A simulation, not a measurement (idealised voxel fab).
process module | voxel released beams
cross-section cut | 200 nm wide | cells 5 nm
A cross-section is a grid of square cells, given in bands from the top down. A band is one or more rows of cells.
Each band's line starts with the height of the band's top and of its bottom, in nm. Then come its materials from left to right, each with its width in nm. One material with "throughout" fills the band from edge to edge. "air" is empty space.
Height 0 is the level under which the wafer as received is all one material. The lowest band goes on downwards, as in "0 down".
A width such as "30 to 40" changes by the same amount from each row of cells to the next, from the band's top row to its bottom row.
"no change" after a step means that no cell of the cross-section changed.
closed voids: empty space of 8 cells or more with no open way to the top, each as width x height at its distance from the left edge, in nm
after a step's settings: what the simulator itself notes on the step
overlay nm, on a step with a mask: how far to the right of its planned place the mask lay; to the left if negative
plan
1 op RECEIVE | material Si
2 op CONFORMAL_DEP | material SiN | thk nm 5
3 op DIRECTIONAL_DEP | material SiO2 | thk nm 20
4 op DIRECTIONAL_DEP | material aC | thk nm 15
5 op PATTERN | tone open | mask id ANCHOR | material resist | width nm 35 | thk nm 30 | overlay nm 0
6 op DIRECTIONAL_ETCH | etch materials aC | depth nm 15
7 op STRIP | etch materials resist
8 op DIRECTIONAL_ETCH | etch materials SiO2 | depth nm 20
9 op STRIP | etch materials aC
10 op CONFORMAL_DEP | material TiN | thk nm 15
11 op PATTERN | tone cover | mask id BEAM | material resist | width nm 80 | thk nm 20 | overlay nm 0
12 op DIRECTIONAL_ETCH | etch materials TiN | depth nm 15
13 op STRIP | etch materials resist
14 op STRIP | etch materials SiO2
first wafer, as planned
as received, after step 1
  0 down: Si throughout
  closed voids: none
after step 2
  5 to 0: SiN throughout
  below 0: unchanged
after step 3
  25 to 5: SiO2 throughout
  below 5: unchanged
after step 4
  40 to 25: aC throughout
  below 25: unchanged
after step 5
  70 to 40: resist 60 | air 35 | resist 105
  below 40: unchanged
after step 6
  55 to 40: resist 60 | air 35 | resist 105
  40 to 25: aC 60 | air 35 | aC 105
  below 25: unchanged
after step 7
  40 to 25: aC 60 | air 35 | aC 105
  below 25: unchanged
after step 8
  40 to 25: aC 60 | air 35 | aC 105
  25 to 5: SiO2 60 | air 35 | SiO2 105
  below 5: unchanged
after step 9
  25 to 5: SiO2 60 | air 35 | SiO2 105
  below 5: unchanged
after step 10
  40 to 25: TiN 75 | air 5 | TiN 120
  25 to 20: SiO2 60 | TiN 15 | air 5 | TiN 15 | SiO2 105
  20 to 5: SiO2 60 | TiN 35 | SiO2 105
  below 5: unchanged
after step 11
  60 to 40: air 55 | resist 80 | air 65
  40 to 25: TiN 75 | resist 5 | TiN 120
  25 to 20: SiO2 60 | TiN 15 | resist 5 | TiN 15 | SiO2 105
  below 20: unchanged
after step 12
  60 to 40: air 55 | resist 80 | air 65
  40 to 25: air 55 | TiN 20 | resist 5 | TiN 55 | air 65
  below 25: unchanged
after step 13
  40 to 25: air 55 | TiN 20 | air 5 | TiN 55 | air 65
  25 to 20: SiO2 60 | TiN 15 | air 5 | TiN 15 | SiO2 105
  below 20: unchanged
after step 14
  40 to 25: air 55 | TiN 20 | air 5 | TiN 55 | air 65
  25 to 20: air 60 | TiN 15 | air 5 | TiN 15 | air 105
  20 to 5: air 60 | TiN 35 | air 105
  below 5: unchanged
second wafer: like start, like plan, one mistake. Through step 10 it matches the first wafer
when step 11 should have ended
  60 to 40: air 60 | resist 80 | air 60
  40 to 25: TiN 75 | resist 5 | TiN 120
  25 to 20: SiO2 60 | TiN 15 | resist 5 | TiN 15 | SiO2 105
  below 20: unchanged
when step 12 should have ended
  60 to 40: air 60 | resist 80 | air 60
  40 to 25: air 60 | TiN 15 | resist 5 | TiN 60 | air 60
  below 25: unchanged
when step 13 should have ended
  40 to 25: air 60 | TiN 15 | air 5 | TiN 60 | air 60
  25 to 20: SiO2 60 | TiN 15 | air 5 | TiN 15 | SiO2 105
  below 20: unchanged
when step 14 should have ended
  40 to 25: air 60 | TiN 15 | air 5 | TiN 60 | air 60
  25 to 20: air 60 | TiN 15 | air 5 | TiN 15 | air 105
  20 to 5: air 60 | TiN 35 | air 105
  below 5: unchanged
what went wrong: step 11 ran as: op PATTERN | tone cover | mask id BEAM | material resist | width nm 80 | thk nm 20 | overlay nm 5
at the end the second wafer has, in cells: as many of each material as the first, in other places
